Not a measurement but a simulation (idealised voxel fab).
Name of the process module below: voxel double patterning
Square cell edge 5 nm, section width 175 nm, ID cut.
Heads up, the way a cross-section reads in here is a grid of square cells, handed over as bands from the top down, with every band being one or more rows of cells. What a band's entry tells you: where the top is and where the bottom is, as heights in nm, and after that what lies inside, material by material from left to right, each with its width in nm. Empty space is written as the word "empty", and a single material marked with the word "edge to edge" occupies the band from edge to edge. Note: height 0 marks the level under which the wafer is uniformly one material as received. Lowest band unbounded below, written "0 down". A two-number width, for instance "30 to 40", indicates that the width is equal to the first number in the top row of the band and to the second number in the bottom row, and that it changes by a constant amount per row of cells. Step note "remains unaltered" = no cross-section cell changed. Basically, "Cavities, closed" tells you about the enclosed voids: empty spaces with no open way to the top, 8 cells or bigger, each written width x height at distance, where distance is from the left edge, all in nm. Past the settings on a step's line: simulator remark, on that step. overlay nm, on a step with a mask: how far to the right of its planned place the mask lay; to the left if negative.

List of planned process steps:
step 1: RECEIVE [material Si]
step 2: CONFORMAL_DEP [material SiO2] [thk nm 10]
step 3: DIRECTIONAL_DEP [material TiN] [thk nm 20]
step 4: DIRECTIONAL_DEP [material SiCN] [thk nm 5]
step 5: PATTERN [tone open] [mask id FIRST] [material resist] [width nm 15] [pitch nm 50] [thk nm 15] [overlay nm 0]
step 6: DIRECTIONAL_ETCH [etch materials SiCN] [depth nm 5]
step 7: STRIP [etch materials resist]
step 8: PATTERN [tone open] [mask id SECOND] [material resist] [width nm 15] [thk nm 15] [overlay nm 0]
step 9: DIRECTIONAL_ETCH [etch materials SiCN] [depth nm 5]
step 10: STRIP [etch materials resist]
step 11: DIRECTIONAL_ETCH [etch materials TiN] [depth nm 20]
step 12: STRIP [etch materials SiCN]

First of two wafers, processed according to plan:

Received-state cross-section, reflecting completion of step 1:
	0 down: Si edge to edge
	Cavities, closed: none

Cross-sectional representation of the wafer at the conclusion of step 2:
	10 to 0: SiO2 edge to edge
	Under 0: no change, same as before.

Cross-sectional representation of the wafer at the conclusion of step 3:
	30 to 10: TiN edge to edge
	Under 10: no change, same as before.

Cross-sectional representation of the wafer at the conclusion of step 4:
	35 to 30: SiCN edge to edge
	Under 30: no change, same as before.

Cross-sectional representation of the wafer at the conclusion of step 5:
	50 to 35: 55 nm resist; 15 nm empty; 35 nm resist; 15 nm empty; 55 nm resist
	Under 35: no change, same as before.

Cross-sectional representation of the wafer at the conclusion of step 6:
	50 to 35: 55 nm resist; 15 nm empty; 35 nm resist; 15 nm empty; 55 nm resist
	35 to 30: 55 nm SiCN; 15 nm empty; 35 nm SiCN; 15 nm empty; 55 nm SiCN
	Under 30: no change, same as before.

Cross-sectional representation of the wafer at the conclusion of step 7:
	35 to 30: 55 nm SiCN; 15 nm empty; 35 nm SiCN; 15 nm empty; 55 nm SiCN
	Under 30: no change, same as before.

Cross-sectional representation of the wafer at the conclusion of step 8:
	50 to 35: 80 nm resist; 15 nm empty; 80 nm resist
	35 to 30: 55 nm SiCN; 15 nm resist; 35 nm SiCN; 15 nm resist; 55 nm SiCN
	Under 30: no change, same as before.

Cross-sectional representation of the wafer at the conclusion of step 9:
	50 to 35: 80 nm resist; 15 nm empty; 80 nm resist
	35 to 30: 55 nm SiCN; 15 nm resist; 10 nm SiCN; 15 nm empty; 10 nm SiCN; 15 nm resist; 55 nm SiCN
	Under 30: no change, same as before.

Cross-sectional representation of the wafer at the conclusion of step 10:
	35 to 30: 55 nm SiCN; 15 nm empty; 10 nm SiCN; 15 nm empty; 10 nm SiCN; 15 nm empty; 55 nm SiCN
	Under 30: no change, same as before.

Cross-sectional representation of the wafer at the conclusion of step 11:
	35 to 30: 55 nm SiCN; 15 nm empty; 10 nm SiCN; 15 nm empty; 10 nm SiCN; 15 nm empty; 55 nm SiCN
	30 to 10: 55 nm TiN; 15 nm empty; 10 nm TiN; 15 nm empty; 10 nm TiN; 15 nm empty; 55 nm TiN
	Under 10: no change, same as before.

Cross-sectional representation of the wafer at the conclusion of step 12:
	30 to 10: 55 nm TiN; 15 nm empty; 10 nm TiN; 15 nm empty; 10 nm TiN; 15 nm empty; 55 nm TiN
	Under 10: no change, same as before.

The second wafer: identical to the first at the outset and in its planned sequence, differing only in that one mistake was made during processing; up to and including step 11, its path is the first wafer's path:

Second wafer, section view, time point: scheduled end of step 12: remains unaltered
Where did the run depart from the plan? the plan's step 12 went unexecuted, having been skipped
Once processing is complete, comparing cell counts shows that the second wafer has more or fewer of certain materials than the first: SiCN: 26 more
